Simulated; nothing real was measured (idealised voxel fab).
process module | voxel lift off
cross-section cut | 175 nm wide | cells 5 nm
A cross-section is a grid of square cells, given in bands from the top down. A band is one or more rows of cells.
Each band's line starts with the height of the band's top and of its bottom, in nm. Then come its materials from left to right, each with its width in nm. One material with "throughout" fills the band from edge to edge. "air" is empty space.
Height 0 is the level under which the wafer as received is all one material. The lowest band goes on downwards, as in "0 down".
A width such as "30 to 40" changes by the same amount from each row of cells to the next, from the band's top row to its bottom row.
"no change" after a step means that no cell of the cross-section changed.
closed voids: empty space of 8 cells or more with no open way to the top, each as width x height at its distance from the left edge, in nm
after a step's settings: what the simulator itself notes on the step
overlay nm, on a step with a mask: how far to the right of its planned place the mask lay; to the left if negative
plan
1 op RECEIVE | material Si
2 op CONFORMAL_DEP | material SiO2 | thk nm 5
3 op PATTERN | tone open | mask id LINES | material resist | width nm 15 | pitch nm 40 | thk nm 20 | overlay nm 0
4 op DIRECTIONAL_DEP | material Ru | thk nm 5
5 op STRIP | etch materials resist
6 op CONFORMAL_DEP | material SiO2 | thk nm 10
as received, after step 1
  0 down: Si throughout
  closed voids: none
first wafer at the end, as planned
  20 to 15: air 10 | SiO2 35 | air 5 | SiO2 35 | air 5 | SiO2 35 | air 5 | SiO2 35 | air 10
  15 to 10: SiO2 throughout
  10 to 5: SiO2 20 | Ru 15 | SiO2 25 | Ru 15 | SiO2 25 | Ru 15 | SiO2 25 | Ru 15 | SiO2 20
  5 to 0: SiO2 throughout
  0 down: Si throughout
  closed voids: none
second wafer at the end: like start, like plan, one mistake
  20 to 15: air 5 | SiO2 35 | air 5 | SiO2 35 | air 5 | SiO2 35 | air 5 | SiO2 35 | air 15
  15 to 10: SiO2 throughout
  10 to 5: SiO2 15 | Ru 15 | SiO2 25 | Ru 15 | SiO2 25 | Ru 15 | SiO2 25 | Ru 15 | SiO2 25
  5 to 0: SiO2 throughout
  0 down: Si throughout
  closed voids: none
what went wrong: step 3 ran as: op PATTERN | tone open | mask id LINES | material resist | width nm 15 | pitch nm 40 | thk nm 20 | overlay nm -5
at the end the second wafer has, in cells: as many of each material as the first, in other places
